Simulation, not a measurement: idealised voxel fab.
process module | voxel self aligned vias
cross-section cut | 255 nm wide | cells 5 nm
A cross-section is a grid of square cells, given in bands from the top down. A band is one or more rows of cells.
Each band's line starts with the height of the band's top and of its bottom, in nm. Then come its materials from left to right, each with its width in nm. One material with "throughout" fills the band from edge to edge. "air" is empty space.
Height 0 is the level under which the wafer as received is all one material. The lowest band goes on downwards, as in "0 down".
A width such as "30 to 40" changes by the same amount from each row of cells to the next, from the band's top row to its bottom row.
"no change" after a step means that no cell of the cross-section changed.
closed voids: empty space of 8 cells or more with no open way to the top, each as width x height at its distance from the left edge, in nm
after a step's settings: what the simulator itself notes on the step
overlay nm, on a step with a mask: how far to the right of its planned place the mask lay; to the left if negative
plan
1 op RECEIVE | material Si
2 op CONFORMAL_DEP | material SiO2 | thk nm 15
3 op CONFORMAL_DEP | material SiCN | thk nm 5
4 op DIRECTIONAL_DEP | material lowk | thk nm 25
5 op PATTERN | tone open | mask id LINES | material resist | width nm 30 | pitch nm 70 | thk nm 15 | overlay nm 0
6 op DIRECTIONAL_ETCH | etch materials lowk | depth nm 25
7 op STRIP | etch materials resist
8 op CONFORMAL_DEP | material TiN | thk nm 5
9 op FILL_DEP | material W | thk nm 10
10 op CMP | height nm 45
11 op SELECTIVE_ETCH | etch materials W Ru TiN | depth nm 5
12 op FILL_DEP | material SiN | thk nm 5
13 op CMP | height nm 45
14 op DIRECTIONAL_DEP | material lowk | thk nm 15
15 op DIRECTIONAL_DEP | material aC | thk nm 15
16 op PATTERN | tone open | mask id VIAS | material resist | width nm 50 | pitch nm 70 | thk nm 30 | overlay nm 0
17 op DIRECTIONAL_ETCH | etch materials aC | depth nm 15
18 op STRIP | etch materials resist
19 op DIRECTIONAL_ETCH | etch materials lowk | depth nm 15
20 op DIRECTIONAL_ETCH | etch materials SiN | depth nm 5
21 op STRIP | etch materials aC
22 op CONFORMAL_DEP | material TiN | thk nm 5
23 op FILL_DEP | material Cu | thk nm 10
24 op CMP | height nm 60
25 op CONFORMAL_DEP | material SiN | thk nm 5
first wafer, as planned
as received, after step 1
  0 down: Si throughout
  closed voids: none
after step 2
  15 to 0: SiO2 throughout
  below 0: unchanged
after step 3
  20 to 15: SiCN throughout
  below 15: unchanged
after step 4
  45 to 20: lowk throughout
  below 20: unchanged
after step 5
  60 to 45: resist 75 | air 30 | resist 40 | air 30 | resist 80
  below 45: unchanged
after step 6
  60 to 45: resist 75 | air 30 | resist 40 | air 30 | resist 80
  45 to 20: lowk 75 | air 30 | lowk 40 | air 30 | lowk 80
  below 20: unchanged
after step 7
  45 to 20: lowk 75 | air 30 | lowk 40 | air 30 | lowk 80
  below 20: unchanged
after step 8
  50 to 45: TiN 80 | air 20 | TiN 50 | air 20 | TiN 85
  45 to 25: lowk 75 | TiN 5 | air 20 | TiN 5 | lowk 40 | TiN 5 | air 20 | TiN 5 | lowk 80
  25 to 20: lowk 75 | TiN 30 | lowk 40 | TiN 30 | lowk 80
  below 20: unchanged
after step 9
  60 to 50: W throughout
  50 to 45: TiN 80 | W 20 | TiN 50 | W 20 | TiN 85
  45 to 25: lowk 75 | TiN 5 | W 20 | TiN 5 | lowk 40 | TiN 5 | W 20 | TiN 5 | lowk 80
  below 25: unchanged
after step 10
  45 to 25: lowk 75 | TiN 5 | W 20 | TiN 5 | lowk 40 | TiN 5 | W 20 | TiN 5 | lowk 80
  below 25: unchanged
after step 11
  45 to 40: lowk 75 | air 30 | lowk 40 | air 30 | lowk 80
  below 40: unchanged
after step 12
  50 to 45: SiN throughout
  45 to 40: lowk 75 | SiN 30 | lowk 40 | SiN 30 | lowk 80
  below 40: unchanged
after step 13
  45 to 40: lowk 75 | SiN 30 | lowk 40 | SiN 30 | lowk 80
  below 40: unchanged
after step 14
  60 to 45: lowk throughout
  below 45: unchanged
after step 15
  75 to 60: aC throughout
  below 60: unchanged
after step 16
  105 to 75: resist 65 | air 50 | resist 20 | air 50 | resist 70
  below 75: unchanged
after step 17
  90 to 75: resist 65 | air 50 | resist 20 | air 50 | resist 70
  75 to 60: aC 65 | air 50 | aC 20 | air 50 | aC 70
  below 60: unchanged
after step 18
  75 to 60: aC 65 | air 50 | aC 20 | air 50 | aC 70
  below 60: unchanged
after step 19
  75 to 60: aC 65 | air 50 | aC 20 | air 50 | aC 70
  60 to 45: lowk 65 | air 50 | lowk 20 | air 50 | lowk 70
  below 45: unchanged
after step 20
  75 to 60: aC 65 | air 50 | aC 20 | air 50 | aC 70
  60 to 45: lowk 65 | air 50 | lowk 20 | air 50 | lowk 70
  45 to 40: lowk 75 | air 30 | lowk 40 | air 30 | lowk 80
  below 40: unchanged
after step 21
  60 to 45: lowk 65 | air 50 | lowk 20 | air 50 | lowk 70
  below 45: unchanged
after step 22
  65 to 60: TiN 70 | air 40 | TiN 30 | air 40 | TiN 75
  60 to 50: lowk 65 | TiN 5 | air 40 | TiN 5 | lowk 20 | TiN 5 | air 40 | TiN 5 | lowk 70
  50 to 45: lowk 65 | TiN 15 | air 20 | TiN 15 | lowk 20 | TiN 15 | air 20 | TiN 15 | lowk 70
  45 to 40: lowk 75 | TiN 30 | lowk 40 | TiN 30 | lowk 80
  below 40: unchanged
after step 23
  75 to 65: Cu throughout
  65 to 60: TiN 70 | Cu 40 | TiN 30 | Cu 40 | TiN 75
  60 to 50: lowk 65 | TiN 5 | Cu 40 | TiN 5 | lowk 20 | TiN 5 | Cu 40 | TiN 5 | lowk 70
  50 to 45: lowk 65 | TiN 15 | Cu 20 | TiN 15 | lowk 20 | TiN 15 | Cu 20 | TiN 15 | lowk 70
  below 45: unchanged
after step 24
  60 to 50: lowk 65 | TiN 5 | Cu 40 | TiN 5 | lowk 20 | TiN 5 | Cu 40 | TiN 5 | lowk 70
  below 50: unchanged
after step 25
  65 to 60: SiN throughout
  below 60: unchanged
second wafer: like start, like plan, one mistake. Through step 1 it matches the first wafer
when step 2 should have ended
  30 to 0: SiO2 throughout
  below 0: unchanged
when step 3 should have ended
  35 to 30: SiCN throughout
  below 30: unchanged
when step 4 should have ended
  60 to 35: lowk throughout
  below 35: unchanged
when step 5 should have ended
  75 to 60: resist 75 | air 30 | resist 40 | air 30 | resist 80
  below 60: unchanged
when step 6 should have ended
  75 to 60: resist 75 | air 30 | resist 40 | air 30 | resist 80
  60 to 35: lowk 75 | air 30 | lowk 40 | air 30 | lowk 80
  below 35: unchanged
when step 7 should have ended
  60 to 35: lowk 75 | air 30 | lowk 40 | air 30 | lowk 80
  below 35: unchanged
when step 8 should have ended
  65 to 60: TiN 80 | air 20 | TiN 50 | air 20 | TiN 85
  60 to 40: lowk 75 | TiN 5 | air 20 | TiN 5 | lowk 40 | TiN 5 | air 20 | TiN 5 | lowk 80
  40 to 35: lowk 75 | TiN 30 | lowk 40 | TiN 30 | lowk 80
  below 35: unchanged
when step 9 should have ended
  75 to 65: W throughout
  65 to 60: TiN 80 | W 20 | TiN 50 | W 20 | TiN 85
  60 to 40: lowk 75 | TiN 5 | W 20 | TiN 5 | lowk 40 | TiN 5 | W 20 | TiN 5 | lowk 80
  below 40: unchanged
when step 10 should have ended
  45 to 40: lowk 75 | TiN 5 | W 20 | TiN 5 | lowk 40 | TiN 5 | W 20 | TiN 5 | lowk 80
  below 40: unchanged
when step 11 should have ended
  45 to 40: lowk 75 | air 30 | lowk 40 | air 30 | lowk 80
  below 40: unchanged
when step 12 should have ended
  50 to 45: SiN throughout
  45 to 40: lowk 75 | SiN 30 | lowk 40 | SiN 30 | lowk 80
  below 40: unchanged
when step 13 should have ended
  45 to 40: lowk 75 | SiN 30 | lowk 40 | SiN 30 | lowk 80
  below 40: unchanged
when step 14 should have ended
  60 to 45: lowk throughout
  below 45: unchanged
when step 15 should have ended
  75 to 60: aC throughout
  below 60: unchanged
when step 16 should have ended
  105 to 75: resist 65 | air 50 | resist 20 | air 50 | resist 70
  below 75: unchanged
when step 17 should have ended
  90 to 75: resist 65 | air 50 | resist 20 | air 50 | resist 70
  75 to 60: aC 65 | air 50 | aC 20 | air 50 | aC 70
  below 60: unchanged
when step 18 should have ended
  75 to 60: aC 65 | air 50 | aC 20 | air 50 | aC 70
  below 60: unchanged
when step 19 should have ended
  75 to 60: aC 65 | air 50 | aC 20 | air 50 | aC 70
  60 to 45: lowk 65 | air 50 | lowk 20 | air 50 | lowk 70
  below 45: unchanged
when step 20 should have ended
  75 to 60: aC 65 | air 50 | aC 20 | air 50 | aC 70
  60 to 45: lowk 65 | air 50 | lowk 20 | air 50 | lowk 70
  45 to 40: lowk 75 | air 30 | lowk 40 | air 30 | lowk 80
  below 40: unchanged
when step 21 should have ended
  60 to 45: lowk 65 | air 50 | lowk 20 | air 50 | lowk 70
  below 45: unchanged
when step 22 should have ended
  65 to 60: TiN 70 | air 40 | TiN 30 | air 40 | TiN 75
  60 to 50: lowk 65 | TiN 5 | air 40 | TiN 5 | lowk 20 | TiN 5 | air 40 | TiN 5 | lowk 70
  50 to 45: lowk 65 | TiN 15 | air 20 | TiN 15 | lowk 20 | TiN 15 | air 20 | TiN 15 | lowk 70
  45 to 35: lowk 75 | TiN 30 | lowk 40 | TiN 30 | lowk 80
  below 35: unchanged
when step 23 should have ended
  75 to 65: Cu throughout
  65 to 60: TiN 70 | Cu 40 | TiN 30 | Cu 40 | TiN 75
  60 to 50: lowk 65 | TiN 5 | Cu 40 | TiN 5 | lowk 20 | TiN 5 | Cu 40 | TiN 5 | lowk 70
  50 to 45: lowk 65 | TiN 15 | Cu 20 | TiN 15 | lowk 20 | TiN 15 | Cu 20 | TiN 15 | lowk 70
  below 45: unchanged
when step 24 should have ended
  60 to 50: lowk 65 | TiN 5 | Cu 40 | TiN 5 | lowk 20 | TiN 5 | Cu 40 | TiN 5 | lowk 70
  below 50: unchanged
when step 25 should have ended
  65 to 60: SiN throughout
  below 60: unchanged
what went wrong: step 2 was run twice
at the end the second wafer has, in cells: 153 more of SiO2 | 12 fewer of TiN | 24 fewer of W | 117 fewer of lowk
